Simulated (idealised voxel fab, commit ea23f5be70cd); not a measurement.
Process module, titled voxel ribs on slabs
Xsec cut, 150 nm wide, square cell size 5 nm.
We lay out every cross-section as a grid of square cells and spell it out in bands from the top down, where one band means one or more rows of cells.
The band entry comprises the height of the band's top followed by the height of its bottom, expressed in nm, and subsequently the band's materials from left to right, each stated together with its width in nm. Where a single material is marked with the word "everywhere", that material fills the band from edge to edge. The word "blank" represents empty space.
Zero point of the height axis is 0; under it, received wafer = one material. Lowest band: continues down indefinitely, "0 -> down".
The notation "30->40" denotes a width that varies across the rows of cells in the band, beginning at the first number in the top row, finishing at the second number in the bottom row, and changing by an identical amount from each row to the next.
Key: "all unchanged" - step with no changed cell in the cross-section.
If an empty space has no open way to the top and is at least 8 cells in size, "Sealed internal cavities" lists it, written width x height at distance, where distance is measured from the left edge and every value is in nm.
That trailing text on a step's line, after the settings, is the simulator's own remark on the step.
overlay nm: on a step with a mask, how far right of its planned place the mask lay; negative means left.
**Process steps (planned)**
| 1 | RECEIVE with material Si |
| 2 | DIRECTIONAL_DEP with material SiO2, thk nm 30 |
| 3 | DIRECTIONAL_DEP with material SiN, thk nm 15 |
| 4 | MASKED_ETCH with tone cover, mask id RIB, width nm 30, etch materials SiN, depth nm 5, overlay nm 0 |
| 5 | PATTERN with tone cover, mask id SLAB, material resist, width nm 60, thk nm 20, overlay nm 0 |
| 6 | DIRECTIONAL_ETCH with etch materials SiN, depth nm 10 |
| 7 | STRIP with etch materials resist |
| 8 | FILL_DEP with material SiO2, thk nm 20 |
| 9 | CMP with height nm 55 |
| 10 | DIRECTIONAL_DEP with material TiN, thk nm 10 |
| 11 | MASKED_ETCH with tone cover, mask id HEATER, width nm 40, etch materials TiN, depth nm 5, overlay nm 0 |
| 12 | CONFORMAL_DEP with material SiO2, thk nm 5 |
All wafers enter the flow in the same state. The depth nm at step 11 differs from wafer to wafer, and the plan gives the value for the first wafer.
**Incoming state of the first of several wafers in cross-section: after step 1**
- 0 -> down  Si everywhere
- Sealed internal cavities: none
**Row per wafer, end-of-module: cell gain (+)/loss (-) by material since the wafer came in, then closed voids**
depth nm 5; +30 SiN; +332 SiO2; +38 TiN; Sealed internal cavities: none
depth nm 10; +30 SiN; +334 SiO2; +16 TiN; Sealed internal cavities: none
depth nm 15; +30 SiN; +334 SiO2; +16 TiN; Sealed internal cavities: none
depth nm 20; +30 SiN; +334 SiO2; +16 TiN; Sealed internal cavities: none
depth nm 25; +30 SiN; +334 SiO2; +16 TiN; Sealed internal cavities: none
